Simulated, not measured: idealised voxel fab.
process module | voxel double patterning
cross-section cut | 155 nm wide | cells 5 nm
A cross-section is a grid of square cells, given in bands from the top down. A band is one or more rows of cells.
Each band's line starts with the height of the band's top and of its bottom, in nm. Then come its materials from left to right, each with its width in nm. One material with "throughout" fills the band from edge to edge. "air" is empty space.
Height 0 is the level under which the wafer as received is all one material. The lowest band goes on downwards, as in "0 down".
A width such as "30 to 40" changes by the same amount from each row of cells to the next, from the band's top row to its bottom row.
"no change" after a step means that no cell of the cross-section changed.
closed voids: empty space of 8 cells or more with no open way to the top, each as width x height at its distance from the left edge, in nm
after a step's settings: what the simulator itself notes on the step
overlay nm, on a step with a mask: how far to the right of its planned place the mask lay; to the left if negative
plan
1 op RECEIVE | material Si
2 op CONFORMAL_DEP | material SiO2 | thk nm 5
3 op DIRECTIONAL_DEP | material polySi | thk nm 10
4 op DIRECTIONAL_DEP | material SiN | thk nm 10
5 op MASKED_ETCH | tone open | mask id FIRST | width nm 15 | pitch nm 50 | etch materials SiN | depth nm 10 | overlay nm 0
6 op PATTERN | tone open | mask id SECOND | material resist | width nm 15 | pitch nm 50 | thk nm 15 | overlay nm 0
7 op DIRECTIONAL_ETCH | etch materials SiN | depth nm 10
8 op STRIP | etch materials resist
9 op DIRECTIONAL_ETCH | etch materials polySi | depth nm 10
10 op STRIP | etch materials SiN
first wafer, as planned
as received, after step 1
  0 down: Si throughout
  closed voids: none
after step 2
  5 to 0: SiO2 throughout
  below 0: unchanged
after step 3
  15 to 5: polySi throughout
  below 5: unchanged
after step 4
  25 to 15: SiN throughout
  below 15: unchanged
after step 5
  25 to 15: SiN 20 | air 15 | SiN 35 | air 15 | SiN 35 | air 15 | SiN 20
  below 15: unchanged
after step 6
  40 to 25: resist 45 | air 15 | resist 35 | air 15 | resist 45
  25 to 15: SiN 20 | resist 15 | SiN 35 | resist 15 | SiN 35 | resist 15 | SiN 20
  below 15: unchanged
after step 7
  40 to 25: resist 45 | air 15 | resist 35 | air 15 | resist 45
  25 to 15: SiN 20 | resist 15 | SiN 10 | air 15 | SiN 10 | resist 15 | SiN 10 | air 15 | SiN 10 | resist 15 | SiN 20
  below 15: unchanged
after step 8
  25 to 15: SiN 20 | air 15 | SiN 10 | air 15 | SiN 10 | air 15 | SiN 10 | air 15 | SiN 10 | air 15 | SiN 20
  below 15: unchanged
after step 9
  25 to 15: SiN 20 | air 15 | SiN 10 | air 15 | SiN 10 | air 15 | SiN 10 | air 15 | SiN 10 | air 15 | SiN 20
  15 to 5: polySi 20 | air 15 | polySi 10 | air 15 | polySi 10 | air 15 | polySi 10 | air 15 | polySi 10 | air 15 | polySi 20
  below 5: unchanged
after step 10
  15 to 5: polySi 20 | air 15 | polySi 10 | air 15 | polySi 10 | air 15 | polySi 10 | air 15 | polySi 10 | air 15 | polySi 20
  below 5: unchanged
second wafer: like start, like plan, one mistake. Through step 2 it matches the first wafer
when step 3 should have ended
  15 to 0: SiO2 throughout
  below 0: unchanged
when step 4 should have ended
  25 to 15: SiN throughout
  below 15: unchanged
when step 5 should have ended
  25 to 15: SiN 20 | air 15 | SiN 35 | air 15 | SiN 35 | air 15 | SiN 20
  below 15: unchanged
when step 6 should have ended
  40 to 25: resist 45 | air 15 | resist 35 | air 15 | resist 45
  25 to 15: SiN 20 | resist 15 | SiN 35 | resist 15 | SiN 35 | resist 15 | SiN 20
  below 15: unchanged
when step 7 should have ended
  40 to 25: resist 45 | air 15 | resist 35 | air 15 | resist 45
  25 to 15: SiN 20 | resist 15 | SiN 10 | air 15 | SiN 10 | resist 15 | SiN 10 | air 15 | SiN 10 | resist 15 | SiN 20
  below 15: unchanged
when step 8 should have ended
  25 to 15: SiN 20 | air 15 | SiN 10 | air 15 | SiN 10 | air 15 | SiN 10 | air 15 | SiN 10 | air 15 | SiN 20
  below 15: unchanged
when step 9 should have ended: no change
when step 10 should have ended
  15 to 0: SiO2 throughout
  below 0: unchanged
what went wrong: step 3 ran as: op DIRECTIONAL_DEP | material SiO2 | thk nm 10
at the end the second wafer has, in cells: 62 more of SiO2 | 32 fewer of polySi
